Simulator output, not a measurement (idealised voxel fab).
Process module in this document: voxel spacer lines
Cross-section cut: width 240 nm, square cells of 5 nm.
Square cells in a grid make up a cross-section in this document, and the grid is given as bands, listed from the top down, each one or more rows of cells. Read a band's entry like this: the first values are the height of its top and the height of its bottom in nm, and what follows is the sequence of materials from left to right, each with its width in nm. Note that "blank" is empty space, and that a single material marked "edge to edge" reaches across the band from edge to edge. Where do heights start? At 0: under that level the wafer as delivered is made of one material only. And the lowest band has no floor; it just carries on downward, as in "0 -> down". It should be noted that a width expressed as "30 to 40" varies in equal increments from row to row of cells within the band, taking the value of the first number at the top row and that of the second number at the bottom row. What does "remains unaltered" mean for a step? It means no cell of the cross-section changed in that step. Look at "Closed void list" for the closed voids: empty spaces with no open path to the top, sized 8 cells or up. Each is width x height at distance, distance from the left edge, all nm. Formally, on a step line, whatever follows the settings is a remark that the simulator itself makes on the step. What "overlay nm" on a step's line means: if the step has a mask, that mask lay this far to the right of its planned place, or, when the value is negative, to the left. The remainder of this document consists of a sequence of paired cross-sections. Each pair presents the cross-section prior to one process step together with the cross-section following it, the latter being rendered only as deep as the lowest band that underwent change. The intervening step, together with its settings, is stated beneath each pair. Because the pairs may originate from different runs of this module on the same starting wafer, a given pair is to be read as continuing from the preceding pair only where its entry headed "Structure before processing" so indicates.
Structure before processing:
- 0 -> down  Si edge to edge
- Closed void list: none
After the Step:
- 10 -> 0  Al2O3 edge to edge
- Below 0 it's all the same as before, nothing changed down there.
- Closed void list: none
Before/after cross-sections above; step in between: CONFORMAL_DEP: material Al2O3, thk nm 10
Structure before processing: we pick up right where the pair above leaves off, with its after cross-section.
After the Step:
- 25 -> 10  polySi edge to edge
- Below 10 it's all the same as before, nothing changed down there.
- Closed void list: none
Before/after cross-sections above; step in between: DIRECTIONAL_DEP: material polySi, thk nm 15
Structure before processing: we pick up right where the pair above leaves off, with its after cross-section.
After the Step:
- 50 -> 25  aC edge to edge
- Below 25 it's all the same as before, nothing changed down there.
- Closed void list: none
Before/after cross-sections above; step in between: DIRECTIONAL_DEP: material aC, thk nm 25
Structure before processing: we pick up right where the pair above leaves off, with its after cross-section.
After the Step:
- 80 -> 50  blank=70; resist=25; blank=45; resist=25; blank=75
- Below 50 it's all the same as before, nothing changed down there.
- Closed void list: none
Before/after cross-sections above; step in between: PATTERN: tone cover, mask id MANDREL, material resist, width nm 25, pitch nm 70, thk nm 30, overlay nm 0
Structure before processing: we pick up right where the pair above leaves off, with its after cross-section.
After the Step:
- 55 -> 50  blank=70; resist=25; blank=45; resist=25; blank=75
- 50 -> 25  blank=70; aC=25; blank=45; aC=25; blank=75
- Below 25 it's all the same as before, nothing changed down there.
- Closed void list: none
Before/after cross-sections above; step in between: DIRECTIONAL_ETCH: etch materials aC, depth nm 25
Structure before processing: we pick up right where the pair above leaves off, with its after cross-section.
After the Step:
- 50 -> 25  blank=70; aC=25; blank=45; aC=25; blank=75
- Below 25 it's all the same as before, nothing changed down there.
- Closed void list: none
Before/after cross-sections above; step in between: STRIP: etch materials resist
Structure before processing: we pick up right where the pair above leaves off, with its after cross-section.
After the Step:
- 60 -> 50  blank=60; SiN=45; blank=25; SiN=45; blank=65
- 50 -> 35  blank=60; SiN=10; aC=25; SiN=10; blank=25; SiN=10; aC=25; SiN=10; blank=65
- 35 -> 25  SiN=70; aC=25; SiN=45; aC=25; SiN=75
- Below 25 it's all the same as before, nothing changed down there.
- Closed void list: none
Before/after cross-sections above; step in between: CONFORMAL_DEP: material SiN, thk nm 10
Structure before processing: we pick up right where the pair above leaves off, with its after cross-section.
After the Step:
- 50 -> 25  blank=60; SiN=10; aC=25; SiN=10; blank=25; SiN=10; aC=25; SiN=10; blank=65
- Below 25 it's all the same as before, nothing changed down there.
- Closed void list: none
Before/after cross-sections above; step in between: DIRECTIONAL_ETCH: etch materials SiN, depth nm 10
Structure before processing: we pick up right where the pair above leaves off, with its after cross-section.
After the Step:
- 50 -> 25  blank=60; SiN=10; blank=25; SiN=10; blank=25; SiN=10; blank=25; SiN=10; blank=65
- Below 25 it's all the same as before, nothing changed down there.
- Closed void list: none
Before/after cross-sections above; step in between: STRIP: etch materials aC
Structure before processing: we pick up right where the pair above leaves off, with its after cross-section.
After the Step:
- 50 -> 25  blank=60; SiN=10; blank=25; SiN=10; blank=25; SiN=10; blank=25; SiN=10; blank=65
- 25 -> 10  blank=60; polySi=10; blank=25; polySi=10; blank=25; polySi=10; blank=25; polySi=10; blank=65
- Below 10 it's all the same as before, nothing changed down there.
- Closed void list: none
Before/after cross-sections above; step in between: DIRECTIONAL_ETCH: etch materials polySi, depth nm 15
Structure before processing: we pick up right where the pair above leaves off, with its after cross-section.
After the Step:
- 25 -> 10  blank=60; polySi=10; blank=25; polySi=10; blank=25; polySi=10; blank=25; polySi=10; blank=65
- Below 10 it's all the same as before, nothing changed down there.
- Closed void list: none
Before/after cross-sections above; step in between: STRIP: etch materials SiN
Structure before processing:
- 0 -> down  Si edge to edge
- Closed void list: none
After the Step:
- 15 -> 0  polySi edge to edge
- Below 0 it's all the same as before, nothing changed down there.
- Closed void list: none
Before/after cross-sections above; step in between: DIRECTIONAL_DEP: material polySi, thk nm 15
Structure before processing: we pick up right where the pair above leaves off, with its after cross-section.
After the Step:
- 40 -> 15  aC edge to edge
- Below 15 it's all the same as before, nothing changed down there.
- Closed void list: none
Before/after cross-sections above; step in between: DIRECTIONAL_DEP: material aC, thk nm 25
Structure before processing: we pick up right where the pair above leaves off, with its after cross-section.
After the Step:
- 70 -> 40  blank=70; resist=25; blank=45; resist=25; blank=75
- Below 40 it's all the same as before, nothing changed down there.
- Closed void list: none
Before/after cross-sections above; step in between: PATTERN: tone cover, mask id MANDREL, material resist, width nm 25, pitch nm 70, thk nm 30, overlay nm 0
Structure before processing: we pick up right where the pair above leaves off, with its after cross-section.
After the Step:
- 45 -> 40  blank=70; resist=25; blank=45; resist=25; blank=75
- 40 -> 15  blank=70; aC=25; blank=45; aC=25; blank=75
- Below 15 it's all the same as before, nothing changed down there.
- Closed void list: none
Before/after cross-sections above; step in between: DIRECTIONAL_ETCH: etch materials aC, depth nm 25
Structure before processing: we pick up right where the pair above leaves off, with its after cross-section.
After the Step:
- 40 -> 15  blank=70; aC=25; blank=45; aC=25; blank=75
- Below 15 it's all the same as before, nothing changed down there.
- Closed void list: none
Before/after cross-sections above; step in between: STRIP: etch materials resist
Structure before processing: we pick up right where the pair above leaves off, with its after cross-section.
After the Step:
- 50 -> 40  blank=60; SiN=45; blank=25; SiN=45; blank=65
- 40 -> 25  blank=60; SiN=10; aC=25; SiN=10; blank=25; SiN=10; aC=25; SiN=10; blank=65
- 25 -> 15  SiN=70; aC=25; SiN=45; aC=25; SiN=75
- Below 15 it's all the same as before, nothing changed down there.
- Closed void list: none
Before/after cross-sections above; step in between: CONFORMAL_DEP: material SiN, thk nm 10
Structure before processing: we pick up right where the pair above leaves off, with its after cross-section.
After the Step:
- 40 -> 15  blank=60; SiN=10; aC=25; SiN=10; blank=25; SiN=10; aC=25; SiN=10; blank=65
- Below 15 it's all the same as before, nothing changed down there.
- Closed void list: none
Before/after cross-sections above; step in between: DIRECTIONAL_ETCH: etch materials SiN, depth nm 10
Structure before processing: we pick up right where the pair above leaves off, with its after cross-section.
After the Step:
- 40 -> 15  blank=60; SiN=10; blank=25; SiN=10; blank=25; SiN=10; blank=25; SiN=10; blank=65
- Below 15 it's all the same as before, nothing changed down there.
- Closed void list: none
Before/after cross-sections above; step in between: STRIP: etch materials aC
Structure before processing: we pick up right where the pair above leaves off, with its after cross-section.
After the Step:
- 40 -> 15  blank=60; SiN=10; blank=25; SiN=10; blank=25; SiN=10; blank=25; SiN=10; blank=65
- 15 -> 0  blank=60; polySi=10; blank=25; polySi=10; blank=25; polySi=10; blank=25; polySi=10; blank=65
- Below 0 it's all the same as before, nothing changed down there.
- Closed void list: none
Before/after cross-sections above; step in between: DIRECTIONAL_ETCH: etch materials polySi, depth nm 15
Structure before processing: we pick up right where the pair above leaves off, with its after cross-section.
After the Step:
- 15 -> 0  blank=60; polySi=10; blank=25; polySi=10; blank=25; polySi=10; blank=25; polySi=10; blank=65
- Below 0 it's all the same as before, nothing changed down there.
- Closed void list: none
Before/after cross-sections above; step in between: STRIP: etch materials SiN
Structure before processing:
- 25 -> 10  polySi edge to edge
- 10 -> 0  Al2O3 edge to edge
- 0 -> down  Si edge to edge
- Closed void list: none
After the Step:
- 40 -> 10  polySi edge to edge
- Below 10 it's all the same as before, nothing changed down there.
- Closed void list: none
Before/after cross-sections above; step in between: DIRECTIONAL_DEP: material polySi, thk nm 15
Structure before processing: we pick up right where the pair above leaves off, with its after cross-section.
After the Step:
- 65 -> 40  aC edge to edge
- Below 40 it's all the same as before, nothing changed down there.
- Closed void list: none
Before/after cross-sections above; step in between: DIRECTIONAL_DEP: material aC, thk nm 25
Structure before processing: we pick up right where the pair above leaves off, with its after cross-section.
After the Step:
- 95 -> 65  blank=70; resist=25; blank=45; resist=25; blank=75
- Below 65 it's all the same as before, nothing changed down there.
- Closed void list: none
Before/after cross-sections above; step in between: PATTERN: tone cover, mask id MANDREL, material resist, width nm 25, pitch nm 70, thk nm 30, overlay nm 0
Structure before processing: we pick up right where the pair above leaves off, with its after cross-section.
After the Step:
- 70 -> 65  blank=70; resist=25; blank=45; resist=25; blank=75
- 65 -> 40  blank=70; aC=25; blank=45; aC=25; blank=75
- Below 40 it's all the same as before, nothing changed down there.
- Closed void list: none
Before/after cross-sections above; step in between: DIRECTIONAL_ETCH: etch materials aC, depth nm 25
Structure before processing: we pick up right where the pair above leaves off, with its after cross-section.
After the Step:
- 65 -> 40  blank=70; aC=25; blank=45; aC=25; blank=75
- Below 40 it's all the same as before, nothing changed down there.
- Closed void list: none
Before/after cross-sections above; step in between: STRIP: etch materials resist
Structure before processing: we pick up right where the pair above leaves off, with its after cross-section.
After the Step:
- 75 -> 65  blank=60; SiN=45; blank=25; SiN=45; blank=65
- 65 -> 50  blank=60; SiN=10; aC=25; SiN=10; blank=25; SiN=10; aC=25; SiN=10; blank=65
- 50 -> 40  SiN=70; aC=25; SiN=45; aC=25; SiN=75
- Below 40 it's all the same as before, nothing changed down there.
- Closed void list: none
Before/after cross-sections above; step in between: CONFORMAL_DEP: material SiN, thk nm 10
Structure before processing: we pick up right where the pair above leaves off, with its after cross-section.
After the Step:
- 65 -> 40  blank=60; SiN=10; aC=25; SiN=10; blank=25; SiN=10; aC=25; SiN=10; blank=65
- Below 40 it's all the same as before, nothing changed down there.
- Closed void list: none
Before/after cross-sections above; step in between: DIRECTIONAL_ETCH: etch materials SiN, depth nm 10
Structure before processing: we pick up right where the pair above leaves off, with its after cross-section.
After the Step:
- 65 -> 40  blank=60; SiN=10; blank=25; SiN=10; blank=25; SiN=10; blank=25; SiN=10; blank=65
- Below 40 it's all the same as before, nothing changed down there.
- Closed void list: none
Before/after cross-sections above; step in between: STRIP: etch materials aC
Structure before processing: we pick up right where the pair above leaves off, with its after cross-section.
After the Step:
- 65 -> 40  blank=60; SiN=10; blank=25; SiN=10; blank=25; SiN=10; blank=25; SiN=10; blank=65
- 40 -> 25  blank=60; polySi=10; blank=25; polySi=10; blank=25; polySi=10; blank=25; polySi=10; blank=65
- Below 25 it's all the same as before, nothing changed down there.
- Closed void list: none
Before/after cross-sections above; step in between: DIRECTIONAL_ETCH: etch materials polySi, depth nm 15
Structure before processing: we pick up right where the pair above leaves off, with its after cross-section.
After the Step:
- 40 -> 25  blank=60; polySi=10; blank=25; polySi=10; blank=25; polySi=10; blank=25; polySi=10; blank=65
- Below 25 it's all the same as before, nothing changed down there.
- Closed void list: none
Before/after cross-sections above; step in between: STRIP: etch materials SiN
Structure before processing:
- 15 -> 0  polySi edge to edge
- 0 -> down  Si edge to edge
- Closed void list: none
After the Step:
- 25 -> 15  Al2O3 edge to edge
- Below 15 it's all the same as before, nothing changed down there.
- Closed void list: none
Before/after cross-sections above; step in between: CONFORMAL_DEP: material Al2O3, thk nm 10
Structure before processing: we pick up right where the pair above leaves off, with its after cross-section.
After the Step:
- 50 -> 25  aC edge to edge
- Below 25 it's all the same as before, nothing changed down there.
- Closed void list: none
Before/after cross-sections above; step in between: DIRECTIONAL_DEP: material aC, thk nm 25
Structure before processing: we pick up right where the pair above leaves off, with its after cross-section.
After the Step:
- 80 -> 50  blank=70; resist=25; blank=45; resist=25; blank=75
- Below 50 it's all the same as before, nothing changed down there.
- Closed void list: none
Before/after cross-sections above; step in between: PATTERN: tone cover, mask id MANDREL, material resist, width nm 25, pitch nm 70, thk nm 30, overlay nm 0
Structure before processing: we pick up right where the pair above leaves off, with its after cross-section.
After the Step:
- 55 -> 50  blank=70; resist=25; blank=45; resist=25; blank=75
- 50 -> 25  blank=70; aC=25; blank=45; aC=25; blank=75
- Below 25 it's all the same as before, nothing changed down there.
- Closed void list: none
Before/after cross-sections above; step in between: DIRECTIONAL_ETCH: etch materials aC, depth nm 25
Structure before processing: we pick up right where the pair above leaves off, with its after cross-section.
After the Step:
- 50 -> 25  blank=70; aC=25; blank=45; aC=25; blank=75
- Below 25 it's all the same as before, nothing changed down there.
- Closed void list: none
Before/after cross-sections above; step in between: STRIP: etch materials resist
Structure before processing: we pick up right where the pair above leaves off, with its after cross-section.
After the Step:
- 60 -> 50  blank=60; SiN=45; blank=25; SiN=45; blank=65
- 50 -> 35  blank=60; SiN=10; aC=25; SiN=10; blank=25; SiN=10; aC=25; SiN=10; blank=65
- 35 -> 25  SiN=70; aC=25; SiN=45; aC=25; SiN=75
- Below 25 it's all the same as before, nothing changed down there.
- Closed void list: none
Before/after cross-sections above; step in between: CONFORMAL_DEP: material SiN, thk nm 10
Structure before processing: we pick up right where the pair above leaves off, with its after cross-section.
After the Step:
- 50 -> 25  blank=60; SiN=10; aC=25; SiN=10; blank=25; SiN=10; aC=25; SiN=10; blank=65
- Below 25 it's all the same as before, nothing changed down there.
- Closed void list: none
Before/after cross-sections above; step in between: DIRECTIONAL_ETCH: etch materials SiN, depth nm 10
Structure before processing: we pick up right where the pair above leaves off, with its after cross-section.
After the Step:
- 50 -> 25  blank=60; SiN=10; blank=25; SiN=10; blank=25; SiN=10; blank=25; SiN=10; blank=65
- Below 25 it's all the same as before, nothing changed down there.
- Closed void list: none
Before/after cross-sections above; step in between: STRIP: etch materials aC
Structure before processing: we pick up right where the pair above leaves off, with its after cross-section.
After the Step:
- 25 -> 15  Al2O3 edge to edge
- Below 15 it's all the same as before, nothing changed down there.
- Closed void list: none
Before/after cross-sections above; step in between: STRIP: etch materials SiN
Structure before processing:
- 50 -> 25  blank=60; SiN=10; blank=25; SiN=10; blank=25; SiN=10; blank=25; SiN=10; blank=65
- 25 -> 10  polySi edge to edge
- 10 -> 0  Al2O3 edge to edge
- 0 -> down  Si edge to edge
- Closed void list: none
After the Step:
- 50 -> 25  blank=60; SiN=10; blank=25; SiN=10; blank=25; SiN=10; blank=25; SiN=10; blank=65
- 25 -> 15  blank=60; polySi=10; blank=25; polySi=10; blank=25; polySi=10; blank=25; polySi=10; blank=65
- Below 15 it's all the same as before, nothing changed down there.
- Closed void list: none
Before/after cross-sections above; step in between: DIRECTIONAL_ETCH: etch materials polySi, depth nm 10
Structure before processing: we pick up right where the pair above leaves off, with its after cross-section.
After the Step:
- 25 -> 15  blank=60; polySi=10; blank=25; polySi=10; blank=25; polySi=10; blank=25; polySi=10; blank=65
- Below 15 it's all the same as before, nothing changed down there.
- Closed void list: none
Before/after cross-sections above; step in between: STRIP: etch materials SiN
Structure before processing:
- 50 -> 25  aC edge to edge
- 25 -> 10  polySi edge to edge
- 10 -> 0  Al2O3 edge to edge
- 0 -> down  Si edge to edge
- Closed void list: none
After the Step:
- 80 -> 50  blank=75; resist=15; blank=55; resist=15; blank=80
- Below 50 it's all the same as before, nothing changed down there.
- Closed void list: none
Before/after cross-sections above; step in between: PATTERN: tone cover, mask id MANDREL, material resist, width nm 15, pitch nm 70, thk nm 30, overlay nm 0
Structure before processing: we pick up right where the pair above leaves off, with its after cross-section.
After the Step:
- 55 -> 50  blank=75; resist=15; blank=55; resist=15; blank=80
- 50 -> 25  blank=75; aC=15; blank=55; aC=15; blank=80
- Below 25 it's all the same as before, nothing changed down there.
- Closed void list: none
Before/after cross-sections above; step in between: DIRECTIONAL_ETCH: etch materials aC, depth nm 25
Structure before processing: we pick up right where the pair above leaves off, with its after cross-section.
After the Step:
- 50 -> 25  blank=75; aC=15; blank=55; aC=15; blank=80
- Below 25 it's all the same as before, nothing changed down there.
- Closed void list: none
Before/after cross-sections above; step in between: STRIP: etch materials resist
Structure before processing: we pick up right where the pair above leaves off, with its after cross-section.
After the Step:
- 60 -> 50  blank=65; SiN=35; blank=35; SiN=35; blank=70
- 50 -> 35  blank=65; SiN=10; aC=15; SiN=10; blank=35; SiN=10; aC=15; SiN=10; blank=70
- 35 -> 25  SiN=75; aC=15; SiN=55; aC=15; SiN=80
- Below 25 it's all the same as before, nothing changed down there.
- Closed void list: none
Before/after cross-sections above; step in between: CONFORMAL_DEP: material SiN, thk nm 10
Structure before processing: we pick up right where the pair above leaves off, with its after cross-section.
After the Step:
- 50 -> 25  blank=65; SiN=10; aC=15; SiN=10; blank=35; SiN=10; aC=15; SiN=10; blank=70
- Below 25 it's all the same as before, nothing changed down there.
- Closed void list: none
Before/after cross-sections above; step in between: DIRECTIONAL_ETCH: etch materials SiN, depth nm 10
Structure before processing: we pick up right where the pair above leaves off, with its after cross-section.
After the Step:
- 50 -> 25  blank=65; SiN=10; blank=15; SiN=10; blank=35; SiN=10; blank=15; SiN=10; blank=70
- Below 25 it's all the same as before, nothing changed down there.
- Closed void list: none
Before/after cross-sections above; step in between: STRIP: etch materials aC
Structure before processing: we pick up right where the pair above leaves off, with its after cross-section.
After the Step:
- 50 -> 25  blank=65; SiN=10; blank=15; SiN=10; blank=35; SiN=10; blank=15; SiN=10; blank=70
- 25 -> 10  blank=65; polySi=10; blank=15; polySi=10; blank=35; polySi=10; blank=15; polySi=10; blank=70
- Below 10 it's all the same as before, nothing changed down there.
- Closed void list: none
Before/after cross-sections above; step in between: DIRECTIONAL_ETCH: etch materials polySi, depth nm 15
Structure before processing: we pick up right where the pair above leaves off, with its after cross-section.
After the Step:
- 25 -> 10  blank=65; polySi=10; blank=15; polySi=10; blank=35; polySi=10; blank=15; polySi=10; blank=70
- Below 10 it's all the same as before, nothing changed down there.
- Closed void list: none
Before/after cross-sections above; step in between: STRIP: etch materials SiN
Structure before processing:
- 50 -> 25  aC edge to edge
- 25 -> 10  polySi edge to edge
- 10 -> 0  Al2O3 edge to edge
- 0 -> down  Si edge to edge
- Closed void list: none
After the Step:
- 80 -> 50  blank=80; resist=25; blank=45; resist=25; blank=65
- Below 50 it's all the same as before, nothing changed down there.
- Closed void list: none
Before/after cross-sections above; step in between: PATTERN: tone cover, mask id MANDREL, material resist, width nm 25, pitch nm 70, thk nm 30, overlay nm 10
Structure before processing: we pick up right where the pair above leaves off, with its after cross-section.
After the Step:
- 55 -> 50  blank=80; resist=25; blank=45; resist=25; blank=65
- 50 -> 25  blank=80; aC=25; blank=45; aC=25; blank=65
- Below 25 it's all the same as before, nothing changed down there.
- Closed void list: none
Before/after cross-sections above; step in between: DIRECTIONAL_ETCH: etch materials aC, depth nm 25
Structure before processing: we pick up right where the pair above leaves off, with its after cross-section.
After the Step:
- 50 -> 25  blank=80; aC=25; blank=45; aC=25; blank=65
- Below 25 it's all the same as before, nothing changed down there.
- Closed void list: none
Before/after cross-sections above; step in between: STRIP: etch materials resist
Structure before processing: we pick up right where the pair above leaves off, with its after cross-section.
After the Step:
- 60 -> 50  blank=70; SiN=45; blank=25; SiN=45; blank=55
- 50 -> 35  blank=70; SiN=10; aC=25; SiN=10; blank=25; SiN=10; aC=25; SiN=10; blank=55
- 35 -> 25  SiN=80; aC=25; SiN=45; aC=25; SiN=65
- Below 25 it's all the same as before, nothing changed down there.
- Closed void list: none
Before/after cross-sections above; step in between: CONFORMAL_DEP: material SiN, thk nm 10
Structure before processing: we pick up right where the pair above leaves off, with its after cross-section.
After the Step:
- 50 -> 25  blank=70; SiN=10; aC=25; SiN=10; blank=25; SiN=10; aC=25; SiN=10; blank=55
- Below 25 it's all the same as before, nothing changed down there.
- Closed void list: none
Before/after cross-sections above; step in between: DIRECTIONAL_ETCH: etch materials SiN, depth nm 10
Structure before processing: we pick up right where the pair above leaves off, with its after cross-section.
After the Step:
- 50 -> 25  blank=70; SiN=10; blank=25; SiN=10; blank=25; SiN=10; blank=25; SiN=10; blank=55
- Below 25 it's all the same as before, nothing changed down there.
- Closed void list: none
Before/after cross-sections above; step in between: STRIP: etch materials aC
Structure before processing: we pick up right where the pair above leaves off, with its after cross-section.
After the Step:
- 50 -> 25  blank=70; SiN=10; blank=25; SiN=10; blank=25; SiN=10; blank=25; SiN=10; blank=55
- 25 -> 10  blank=70; polySi=10; blank=25; polySi=10; blank=25; polySi=10; blank=25; polySi=10; blank=55
- Below 10 it's all the same as before, nothing changed down there.
- Closed void list: none
Before/after cross-sections above; step in between: DIRECTIONAL_ETCH: etch materials polySi, depth nm 15
Structure before processing: we pick up right where the pair above leaves off, with its after cross-section.
After the Step:
- 25 -> 10  blank=70; polySi=10; blank=25; polySi=10; blank=25; polySi=10; blank=25; polySi=10; blank=55
- Below 10 it's all the same as before, nothing changed down there.
- Closed void list: none
Before/after cross-sections above; step in between: STRIP: etch materials SiN
Structure before processing:
- 0 -> down  Si edge to edge
- Closed void list: none
After the Step:
- 10 -> 0  polySi edge to edge
- Below 0 it's all the same as before, nothing changed down there.
- Closed void list: none
Before/after cross-sections above; step in between: CONFORMAL_DEP: material polySi, thk nm 10
Structure before processing: we pick up right where the pair above leaves off, with its after cross-section.
After the Step:
- 25 -> 0  polySi edge to edge
- Below 0 it's all the same as before, nothing changed down there.
- Closed void list: none
Before/after cross-sections above; step in between: DIRECTIONAL_DEP: material polySi, thk nm 15
Structure before processing: we pick up right where the pair above leaves off, with its after cross-section.
After the Step:
- 50 -> 25  aC edge to edge
- Below 25 it's all the same as before, nothing changed down there.
- Closed void list: none
Before/after cross-sections above; step in between: DIRECTIONAL_DEP: material aC, thk nm 25
Structure before processing: we pick up right where the pair above leaves off, with its after cross-section.
After the Step:
- 80 -> 50  blank=70; resist=25; blank=45; resist=25; blank=75
- Below 50 it's all the same as before, nothing changed down there.
- Closed void list: none
Before/after cross-sections above; step in between: PATTERN: tone cover, mask id MANDREL, material resist, width nm 25, pitch nm 70, thk nm 30, overlay nm 0
Structure before processing: we pick up right where the pair above leaves off, with its after cross-section.
After the Step:
- 55 -> 50  blank=70; resist=25; blank=45; resist=25; blank=75
- 50 -> 25  blank=70; aC=25; blank=45; aC=25; blank=75
- Below 25 it's all the same as before, nothing changed down there.
- Closed void list: none
Before/after cross-sections above; step in between: DIRECTIONAL_ETCH: etch materials aC, depth nm 25
Structure before processing: we pick up right where the pair above leaves off, with its after cross-section.
After the Step:
- 50 -> 25  blank=70; aC=25; blank=45; aC=25; blank=75
- Below 25 it's all the same as before, nothing changed down there.
- Closed void list: none
Before/after cross-sections above; step in between: STRIP: etch materials resist
Structure before processing: we pick up right where the pair above leaves off, with its after cross-section.
After the Step:
- 60 -> 50  blank=60; SiN=45; blank=25; SiN=45; blank=65
- 50 -> 35  blank=60; SiN=10; aC=25; SiN=10; blank=25; SiN=10; aC=25; SiN=10; blank=65
- 35 -> 25  SiN=70; aC=25; SiN=45; aC=25; SiN=75
- Below 25 it's all the same as before, nothing changed down there.
- Closed void list: none
Before/after cross-sections above; step in between: CONFORMAL_DEP: material SiN, thk nm 10
Structure before processing: we pick up right where the pair above leaves off, with its after cross-section.
After the Step:
- 50 -> 25  blank=60; SiN=10; aC=25; SiN=10; blank=25; SiN=10; aC=25; SiN=10; blank=65
- Below 25 it's all the same as before, nothing changed down there.
- Closed void list: none
Before/after cross-sections above; step in between: DIRECTIONAL_ETCH: etch materials SiN, depth nm 10
Structure before processing: we pick up right where the pair above leaves off, with its after cross-section.
After the Step:
- 50 -> 25  blank=60; SiN=10; blank=25; SiN=10; blank=25; SiN=10; blank=25; SiN=10; blank=65
- Below 25 it's all the same as before, nothing changed down there.
- Closed void list: none
Before/after cross-sections above; step in between: STRIP: etch materials aC
Structure before processing: we pick up right where the pair above leaves off, with its after cross-section.
After the Step:
- 50 -> 25  blank=60; SiN=10; blank=25; SiN=10; blank=25; SiN=10; blank=25; SiN=10; blank=65
- 25 -> 10  blank=60; polySi=10; blank=25; polySi=10; blank=25; polySi=10; blank=25; polySi=10; blank=65
- Below 10 it's all the same as before, nothing changed down there.
- Closed void list: none
Before/after cross-sections above; step in between: DIRECTIONAL_ETCH: etch materials polySi, depth nm 15
Structure before processing: we pick up right where the pair above leaves off, with its after cross-section.
After the Step:
- 25 -> 10  blank=60; polySi=10; blank=25; polySi=10; blank=25; polySi=10; blank=25; polySi=10; blank=65
- Below 10 it's all the same as before, nothing changed down there.
- Closed void list: none
Before/after cross-sections above; step in between: STRIP: etch materials SiN
Structure before processing:
- 50 -> 25  aC edge to edge
- 25 -> 10  polySi edge to edge
- 10 -> 0  Al2O3 edge to edge
- 0 -> down  Si edge to edge
- Closed void list: none
After the Step:
- 80 -> 50  resist=70; blank=25; resist=45; blank=25; resist=75
- Below 50 it's all the same as before, nothing changed down there.
- Closed void list: none
Before/after cross-sections above; step in between: PATTERN: tone open, mask id MANDREL, material resist, width nm 25, pitch nm 70, thk nm 30, overlay nm 0
Structure before processing: we pick up right where the pair above leaves off, with its after cross-section.
After the Step:
- 55 -> 50  resist=70; blank=25; resist=45; blank=25; resist=75
- 50 -> 25  aC=70; blank=25; aC=45; blank=25; aC=75
- Below 25 it's all the same as before, nothing changed down there.
- Closed void list: none
Before/after cross-sections above; step in between: DIRECTIONAL_ETCH: etch materials aC, depth nm 25
Structure before processing: we pick up right where the pair above leaves off, with its after cross-section.
After the Step:
- 50 -> 25  aC=70; blank=25; aC=45; blank=25; aC=75
- Below 25 it's all the same as before, nothing changed down there.
- Closed void list: none
Before/after cross-sections above; step in between: STRIP: etch materials resist
Structure before processing: we pick up right where the pair above leaves off, with its after cross-section.
After the Step:
- 60 -> 50  SiN=80; blank=5; SiN=65; blank=5; SiN=85
- 50 -> 35  aC=70; SiN=10; blank=5; SiN=10; aC=45; SiN=10; blank=5; SiN=10; aC=75
- 35 -> 25  aC=70; SiN=25; aC=45; SiN=25; aC=75
- Below 25 it's all the same as before, nothing changed down there.
- Closed void list: none
Before/after cross-sections above; step in between: CONFORMAL_DEP: material SiN, thk nm 10
Structure before processing: we pick up right where the pair above leaves off, with its after cross-section.
After the Step:
- 50 -> 25  aC=70; SiN=10; blank=5; SiN=10; aC=45; SiN=10; blank=5; SiN=10; aC=75
- Below 25 it's all the same as before, nothing changed down there.
- Closed void list: none
Before/after cross-sections above; step in between: DIRECTIONAL_ETCH: etch materials SiN, depth nm 10
Structure before processing: we pick up right where the pair above leaves off, with its after cross-section.
After the Step:
- 50 -> 25  blank=70; SiN=10; blank=5; SiN=10; blank=45; SiN=10; blank=5; SiN=10; blank=75
- Below 25 it's all the same as before, nothing changed down there.
- Closed void list: none
Before/after cross-sections above; step in between: STRIP: etch materials aC
Structure before processing: we pick up right where the pair above leaves off, with its after cross-section.
After the Step:
- 50 -> 25  blank=70; SiN=10; blank=5; SiN=10; blank=45; SiN=10; blank=5; SiN=10; blank=75
- 25 -> 10  blank=70; polySi=10; blank=5; polySi=10; blank=45; polySi=10; blank=5; polySi=10; blank=75
- Below 10 it's all the same as before, nothing changed down there.
- Closed void list: none
Before/after cross-sections above; step in between: DIRECTIONAL_ETCH: etch materials polySi, depth nm 15
Structure before processing: we pick up right where the pair above leaves off, with its after cross-section.
After the Step:
- 25 -> 10  blank=70; polySi=10; blank=5; polySi=10; blank=45; polySi=10; blank=5; polySi=10; blank=75
- Below 10 it's all the same as before, nothing changed down there.
- Closed void list: none
Before/after cross-sections above; step in between: STRIP: etch materials SiN
